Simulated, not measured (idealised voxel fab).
The document below concerns the process module designated voxel transistor to metal.
Section shown: cut. Width: 275 nm. Cell size: 5 nm, square.
Cross-section = grid of square cells, listed top down in bands; band = one or more rows. For a band, the entry starts with two heights in nm, that of the top and then that of the bottom, and carries on with the band's materials in order from left to right, each alongside its width in nm; the word "full width" beside a single material means it fills the band edge to edge, and "air" means empty space. Height is counted from the level 0, under which the received wafer is composed throughout of one material. The lowest of the bands is not closed at the bottom but continues downward, in the notation "0 down". Think of "30 to 40" as a width that walks from the first number to the second as you go down the band, top row to bottom row, taking equal-sized steps from row to row. Key: "everything unchanged" - step with no changed cell in the cross-section. Heads up: "Fully sealed cavities" only lists the empty pockets with no open path to the top that are 8 cells or more, and it writes them as width x height at distance, distance from the left edge, in nm. If you see something after the settings on a step's line, that's the simulator's own remark about that step. overlay nm: where the mask lay relative to plan, measured to the right, on steps with a mask; negatives go left.

## Planned process steps
step 1: RECEIVE, material Si
step 2: OXIDIZE, depth nm 5
step 3: CONFORMAL_DEP, material SiN, thk nm 15
step 4: MASKED_ETCH, tone cover, mask id ACTIVE, width nm 105, pitch nm 125, etch materials SiN, depth nm 15, overlay nm 0
step 5: MASKED_ETCH, tone cover, mask id ACTIVE, width nm 105, pitch nm 125, etch materials SiO2, depth nm 5, overlay nm 0
step 6: MASKED_ETCH, tone cover, mask id ACTIVE, width nm 105, pitch nm 125, etch materials Si, depth nm 20, overlay nm 0
step 7: FILL_DEP, material SiO2, thk nm 10
step 8: CMP, height nm 15
step 9: SELECTIVE_ETCH, etch materials SiO2, depth nm 5
step 10: STRIP, etch materials SiN
step 11: SELECTIVE_ETCH, etch materials SiO2, depth nm 5
step 12: OXIDIZE, depth nm 5
step 13: DIRECTIONAL_DEP, material polySi, thk nm 20
step 14: DIRECTIONAL_DEP, material SiCN, thk nm 15
step 15: DIRECTIONAL_DEP, material aC, thk nm 10
step 16: PATTERN, tone cover, mask id GATE, material resist, width nm 25, pitch nm 125, thk nm 30, overlay nm 0
step 17: DIRECTIONAL_ETCH, etch materials aC, depth nm 10
step 18: STRIP, etch materials resist
step 19: DIRECTIONAL_ETCH, etch materials SiCN, depth nm 25
step 20: DIRECTIONAL_ETCH, etch materials polySi, depth nm 30
step 21: STRIP, etch materials aC
step 22: CONFORMAL_DEP, material SiN, thk nm 10
step 23: DIRECTIONAL_ETCH, etch materials SiN, depth nm 10
step 24: DIRECTIONAL_ETCH, etch materials SiO2, depth nm 5
step 25: DIRECTIONAL_ETCH, etch materials Si, depth nm 10
step 26: EPI, material nSi, thk nm 10
step 27: FILL_DEP, material SiO2, thk nm 5
step 28: CMP, height nm 15
step 29: STRIP, etch materials polySi
step 30: SELECTIVE_ETCH, etch materials SiO2, depth nm 5
step 31: CONFORMAL_DEP, material HfO2, thk nm 5
step 32: CONFORMAL_DEP, material TiN, thk nm 5
step 33: FILL_DEP, material W, thk nm 5
step 34: CMP, height nm 10
step 35: DIRECTIONAL_DEP, material SiO2, thk nm 15
step 36: DIRECTIONAL_DEP, material aC, thk nm 15
step 37: PATTERN, tone open, mask id CONTACT, material resist, width nm 20, thk nm 30, overlay nm 0
step 38: DIRECTIONAL_ETCH, etch materials aC, depth nm 15
step 39: STRIP, etch materials resist
step 40: DIRECTIONAL_ETCH, etch materials SiO2, depth nm 35
step 41: STRIP, etch materials aC
step 42: CONFORMAL_DEP, material TiN, thk nm 5
step 43: FILL_DEP, material W, thk nm 10
step 44: CMP, height nm 25
step 45: DIRECTIONAL_DEP, material TiN, thk nm 5
step 46: DIRECTIONAL_DEP, material Ru, thk nm 15
step 47: PATTERN, tone cover, mask id METAL_1, material resist, width nm 20, thk nm 15, overlay nm 0
step 48: DIRECTIONAL_ETCH, etch materials Ru, depth nm 15
step 49: DIRECTIONAL_ETCH, etch materials TiN, depth nm 5
step 50: STRIP, etch materials resist
step 51: FILL_DEP, material SiO2, thk nm 5
step 52: CMP, height nm 45
step 53: CONFORMAL_DEP, material SiCN, thk nm 5

## This is the cross-section of the wafer as we received it, i.e. after step 1
    0 down = Si full width
    Fully sealed cavities: none

## Wafer at module end, in section. Began as above, planned as above, run with one mistake
    50 to 45 = SiCN full width
    45 to 30 = 25 nm SiO2, 20 nm Ru, 55 nm SiO2, 20 nm Ru, 30 nm SiO2, 20 nm Ru, 55 nm SiO2, 20 nm Ru, 30 nm SiO2
    30 to 25 = 25 nm SiO2, 20 nm TiN, 55 nm SiO2, 20 nm TiN, 30 nm SiO2, 20 nm TiN, 55 nm SiO2, 20 nm TiN, 30 nm SiO2
    25 to 10 = 25 nm SiO2, 5 nm TiN, 10 nm W, 5 nm TiN, 55 nm SiO2, 5 nm TiN, 10 nm W, 5 nm TiN, 30 nm SiO2, 5 nm TiN, 10 nm W, 5 nm TiN, 55 nm SiO2, 5 nm TiN, 10 nm W, 5 nm TiN, 30 nm SiO2
    10 to 5 = 25 nm SiO2, 5 nm TiN, 10 nm W, 5 nm TiN, 5 nm SiO2, 10 nm SiN, 5 nm HfO2, 5 nm TiN, 5 nm W, 5 nm TiN, 5 nm HfO2, 10 nm SiN, 5 nm SiO2, 5 nm TiN, 10 nm W, 5 nm TiN, 30 nm SiO2, 5 nm TiN, 10 nm W, 5 nm TiN, 5 nm SiO2, 10 nm SiN, 5 nm HfO2, 5 nm TiN, 5 nm W, 5 nm TiN, 5 nm HfO2, 10 nm SiN, 5 nm SiO2, 5 nm TiN, 10 nm W, 5 nm TiN, 30 nm SiO2
    5 to 0 = 15 nm SiO2, 10 nm SiN, 20 nm TiN, 5 nm SiO2, 10 nm SiN, 5 nm HfO2, 5 nm TiN, 5 nm W, 5 nm TiN, 5 nm HfO2, 10 nm SiN, 5 nm SiO2, 20 nm TiN, 10 nm SiN, 10 nm SiO2, 10 nm SiN, 20 nm TiN, 5 nm SiO2, 10 nm SiN, 5 nm HfO2, 5 nm TiN, 5 nm W, 5 nm TiN, 5 nm HfO2, 10 nm SiN, 5 nm SiO2, 20 nm TiN, 10 nm SiN, 20 nm SiO2
    0 to -5 = 15 nm SiO2, 10 nm SiN, 10 nm nSi, 5 nm TiN, 10 nm nSi, 10 nm SiN, 5 nm HfO2, 15 nm TiN, 5 nm HfO2, 10 nm SiN, 10 nm nSi, 5 nm TiN, 10 nm nSi, 10 nm SiN, 10 nm SiO2, 10 nm SiN, 10 nm nSi, 5 nm TiN, 10 nm nSi, 10 nm SiN, 5 nm HfO2, 15 nm TiN, 5 nm HfO2, 10 nm SiN, 10 nm nSi, 5 nm TiN, 10 nm nSi, 10 nm SiN, 20 nm SiO2
    -5 to -10 = 25 nm SiO2, 10 nm nSi, 5 nm TiN, 10 nm nSi, 5 nm SiO2, 35 nm HfO2, 5 nm SiO2, 10 nm nSi, 5 nm TiN, 10 nm nSi, 30 nm SiO2, 10 nm nSi, 5 nm TiN, 10 nm nSi, 5 nm SiO2, 35 nm HfO2, 5 nm SiO2, 10 nm nSi, 5 nm TiN, 10 nm nSi, 30 nm SiO2
    -10 to -20 = 20 nm SiO2, 5 nm Si, 25 nm nSi, 45 nm Si, 25 nm nSi, 5 nm Si, 20 nm SiO2, 5 nm Si, 25 nm nSi, 45 nm Si, 25 nm nSi, 5 nm Si, 25 nm SiO2
    -20 to -45 = 20 nm SiO2, 105 nm Si, 20 nm SiO2, 105 nm Si, 25 nm SiO2
    -45 down = Si full width
    Fully sealed cavities: none
So what did we get wrong on this run? the plan had its step 6 run twice
